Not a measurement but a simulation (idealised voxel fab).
process module | voxel double patterning
260 nm wide, 5 nm square cells: that's cross-section cut.
Cross-section = grid of square cells, listed top down in bands; band = one or more rows.
First you get the band's top height and its bottom height, in nm, and then the materials it's made of, left to right, with each width in nm. If you see a single material with "throughout", that one covers the band edge to edge. "air" is empty space.
Height datum 0, below which the as-received substrate wafer is one material. Lowest band open at the bottom, running downward: "0 -> down".
A two-number width, for instance "30 to 40", indicates that the width is equal to the first number in the top row of the band and to the second number in the bottom row, and that it changes by a constant amount per row of cells.
Key: "remained unchanged" - step with no changed cell in the cross-section.
The entry titled "Trapped voids" provides the empty spaces that have no open way to the top, restricted to those of 8 cells or more. Each is presented as width x height at distance, the distance being measured from the left edge, with all three in nm.
Step line, after settings: the simulator's comment on this step.
"overlay nm", when on a step's line for a step with a mask, measures how far to the right of its planned place the mask lay; a negative measure means to the left.

### Here's what the planned process steps look like
| 1 | RECEIVE, material Si |
| 2 | CONFORMAL_DEP, material SiN, thk nm 5 |
| 3 | DIRECTIONAL_DEP, material SiO2, thk nm 15 |
| 4 | DIRECTIONAL_DEP, material SiCN, thk nm 10 |
| 5 | MASKED_ETCH, tone open, mask id FIRST, width nm 15, pitch nm 50, etch materials SiCN, depth nm 10, overlay nm 0 |
| 6 | DIRECTIONAL_DEP, material aC, thk nm 15 |
| 7 | PATTERN, tone open, mask id SECOND, material resist, width nm 15, pitch nm 50, thk nm 35, overlay nm 0 |
| 8 | DIRECTIONAL_ETCH, etch materials aC, depth nm 15 |
| 9 | STRIP, etch materials resist |
| 10 | DIRECTIONAL_ETCH, etch materials SiCN, depth nm 10 |
| 11 | STRIP, etch materials aC |
| 12 | DIRECTIONAL_ETCH, etch materials SiO2, depth nm 15 |
| 13 | STRIP, etch materials SiCN |

### So this is the incoming wafer in cross-section - it's already been through step 1
- 0 -> down | Si throughout
- Trapped voids: none

### The first of the two wafers as seen in cross-section once the module was finished; processing followed the plan
- 20 -> 5 | SiO2: 70, then air: 15, then SiO2: 10, then air: 15, then SiO2: 10, then air: 15, then SiO2: 10, then air: 15, then SiO2: 10, then air: 15, then SiO2: 75
- 5 -> 0 | SiN throughout
- 0 -> down | Si throughout
- Trapped voids: none

### This cross-section belongs to the second wafer of two at the end of the module; the start and the plan were shared with the first, and the run included one mistake
- 20 -> 0 | SiN throughout
- 0 -> down | Si throughout
- Trapped voids: none
What broke from the plan during processing? rather than as planned, step 3 actually ran as DIRECTIONAL_DEP, material SiN, thk nm 15
Once processing is complete, comparing cell counts shows that the second wafer has more or fewer of certain materials than the first: SiN +156 | SiO2 -111
